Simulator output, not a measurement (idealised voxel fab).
The following is a process module called voxel released beams.
Cross-section cut: width 225 nm, square cells of 5 nm.
Cross-section, as written here: a square-cell grid given band by band from the top down, where a band holds one or more rows of cells.
Heights first: top, then bottom, in nm. Then materials, left to right, each with a width in nm. "full width" on a single material: fills the band edge to edge. "air": empty space.
The reference from which all heights are counted is 0, the level beneath which the as-received wafer is entirely one material; the lowest band, having no lower bound, proceeds downward and is written after the example "z 0 and below".
You'd read "30->40" like this: the band's top row of cells is as wide as the first number, its bottom row is as wide as the second, and going down, every row changes width by the same amount as the row before did.
"left unchanged" (step): cross-section cells unchanged, all of them.
Closed empty spaces (no open way to the top) of 8 cells or more are what "Trapped voids" lists, each as width x height at distance from the left edge, nm for all three.
Anything after a step's settings on that line? It's the simulator's own note about the step.
overlay nm, on a step with a mask: how far to the right of its planned place the mask lay; to the left if negative
Steps planned for the process:
1,op RECEIVE | material Si
2,op CONFORMAL_DEP | material Al2O3 | thk nm 5
3,op DIRECTIONAL_DEP | material SiO2 | thk nm 20
4,op MASKED_ETCH | tone open | mask id ANCHOR | width nm 40 | etch materials SiO2 | depth nm 20 | overlay nm 0
5,op CONFORMAL_DEP | material SiN | thk nm 15
6,op MASKED_ETCH | tone cover | mask id BEAM | width nm 120 | etch materials SiN | depth nm 15 | overlay nm 0
7,op STRIP | etch materials SiO2
Step 1 complete: cross-section of the wafer as received:
	z 0 and below | Si full width
	Trapped voids: none
Looking at the first of two wafers in cross-section at end of module - ran to plan:
	z 40 to 25 | air (50) | SiN (20) | air (10) | SiN (90) | air (55)
	z 25 to 20 | air (55) | SiN (15) | air (10) | SiN (15) | air (130)
	z 20 to 5 | air (55) | SiN (40) | air (130)
	z 5 to 0 | Al2O3 full width
	z 0 and below | Si full width
	Trapped voids: none
Cross-section, wafer two of two, end of module: same start and plan as wafer one, one error in execution:
	z 35 to 25 | air (50) | SiN (15) | air (20) | SiN (85) | air (55)
	z 25 to 15 | air (55) | SiN (10) | air (20) | SiN (10) | air (130)
	z 15 to 5 | air (55) | SiN (40) | air (130)
	z 5 to 0 | Al2O3 full width
	z 0 and below | Si full width
	Trapped voids: none
The plan and the run diverged here: step 5 was run on a setting that differed from the plan, and what really ran there is op CONFORMAL_DEP | material SiN | thk nm 10
Count the cells at the end and the second wafer has more or fewer of some materials than the first: SiN: 32 fewer
